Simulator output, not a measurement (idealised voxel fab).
voxel self aligned vias: a process module
Square cells of 5 nm make up the cross-section cut, whose width is 210 nm.
In what follows, cross-sections appear as grids of square cells, described through bands that run from the top down, where every band is one or more rows of cells. Band: top height; bottom height; in nm. Then, left to right: material with width in nm, for each material. "all across": a single material spanning edge to edge. "empty": empty space. Note: height 0 marks the level under which the wafer is uniformly one material as received. Lowest band unbounded below, written "from 0 down". The expression "30->40" gives the width at the extremes of the band, the first number at its top row of cells and the second at its bottom row, with the width changing by equal amounts from each row to the next in between. Given "nothing altered" for a step, no cell of the cross-section differs between before and after that step. So "Enclosed void inventory" is basically the list of trapped voids: any empty space of 8 cells or more that can't reach the top through an opening. They're written width x height at distance, the distance being from the left edge, and it's all nm. That trailing text on a step's line, after the settings, is the simulator's own remark on the step. Regarding "overlay nm": on a step with a mask, it is the distance the mask lay to the right of its planned place; a negative value places it to the left.
# Set out below are the planned steps of the process
- 1: RECEIVE, material Si
- 2: CONFORMAL_DEP, material SiO2, thk nm 10
- 3: CONFORMAL_DEP, material SiCN, thk nm 5
- 4: DIRECTIONAL_DEP, material lowk, thk nm 20
- 5: PATTERN, tone open, mask id LINES, material resist, width nm 30, pitch nm 55, thk nm 15, overlay nm 0
- 6: DIRECTIONAL_ETCH, etch materials lowk, depth nm 20
- 7: STRIP, etch materials resist
- 8: CONFORMAL_DEP, material TiN, thk nm 5
- 9: FILL_DEP, material Ru, thk nm 10
- 10: CMP, height nm 35
- 11: SELECTIVE_ETCH, etch materials W Ru TiN, depth nm 5
- 12: FILL_DEP, material SiN, thk nm 5
- 13: CMP, height nm 35
- 14: DIRECTIONAL_DEP, material lowk, thk nm 20
- 15: MASKED_ETCH, tone open, mask id VIAS, width nm 40, etch materials lowk, depth nm 20, overlay nm 0
- 16: MASKED_ETCH, tone open, mask id VIAS, width nm 40, etch materials SiN, depth nm 5, overlay nm 0
- 17: CONFORMAL_DEP, material TiN, thk nm 5
- 18: FILL_DEP, material W, thk nm 10
- 19: CMP, height nm 55
- 20: CONFORMAL_DEP, material SiN, thk nm 5
# Cross-section of the wafer upon arrival, representing the state reached after step 1
> from 0 down: Si all across
> Enclosed void inventory: none
# Cross-section: first of two wafers, module finished, run according to plan
> from 60 to 55: SiN all across
> from 55 to 40: 55 nm lowk / 5 nm TiN / 30 nm W / 5 nm TiN / 115 nm lowk
> from 40 to 35: 55 nm lowk / 10 nm TiN / 20 nm W / 10 nm TiN / 115 nm lowk
> from 35 to 30: 60 nm lowk / 30 nm TiN / 25 nm lowk / 30 nm SiN / 65 nm lowk
> from 30 to 20: 60 nm lowk / 5 nm TiN / 20 nm Ru / 5 nm TiN / 25 nm lowk / 5 nm TiN / 20 nm Ru / 5 nm TiN / 65 nm lowk
> from 20 to 15: 60 nm lowk / 30 nm TiN / 25 nm lowk / 30 nm TiN / 65 nm lowk
> from 15 to 10: SiCN all across
> from 10 to 0: SiO2 all across
> from 0 down: Si all across
> Enclosed void inventory: none
# Second wafer of the two, sectioned at the end of the module. It began like the first and followed the same plan, but one mistake was made while running it
> from 75 to 70: SiN all across
> from 70 to 60: W all across
> from 60 to 55: 60 nm TiN / 30 nm W / 120 nm TiN
> from 55 to 40: 55 nm lowk / 5 nm TiN / 30 nm W / 5 nm TiN / 115 nm lowk
> from 40 to 35: 55 nm lowk / 10 nm TiN / 20 nm W / 10 nm TiN / 115 nm lowk
> from 35 to 30: 60 nm lowk / 30 nm TiN / 25 nm lowk / 30 nm SiN / 65 nm lowk
> from 30 to 20: 60 nm lowk / 5 nm TiN / 20 nm Ru / 5 nm TiN / 25 nm lowk / 5 nm TiN / 20 nm Ru / 5 nm TiN / 65 nm lowk
> from 20 to 15: 60 nm lowk / 30 nm TiN / 25 nm lowk / 30 nm TiN / 65 nm lowk
> from 15 to 10: SiCN all across
> from 10 to 0: SiO2 all across
> from 0 down: Si all across
> Enclosed void inventory: none
Plan not followed: execution of step 19 of the plan did not take place, the step having been omitted
Wrapping up, a cell-based count of both wafers puts the second over or under the first for these materials: TiN +36; W +90
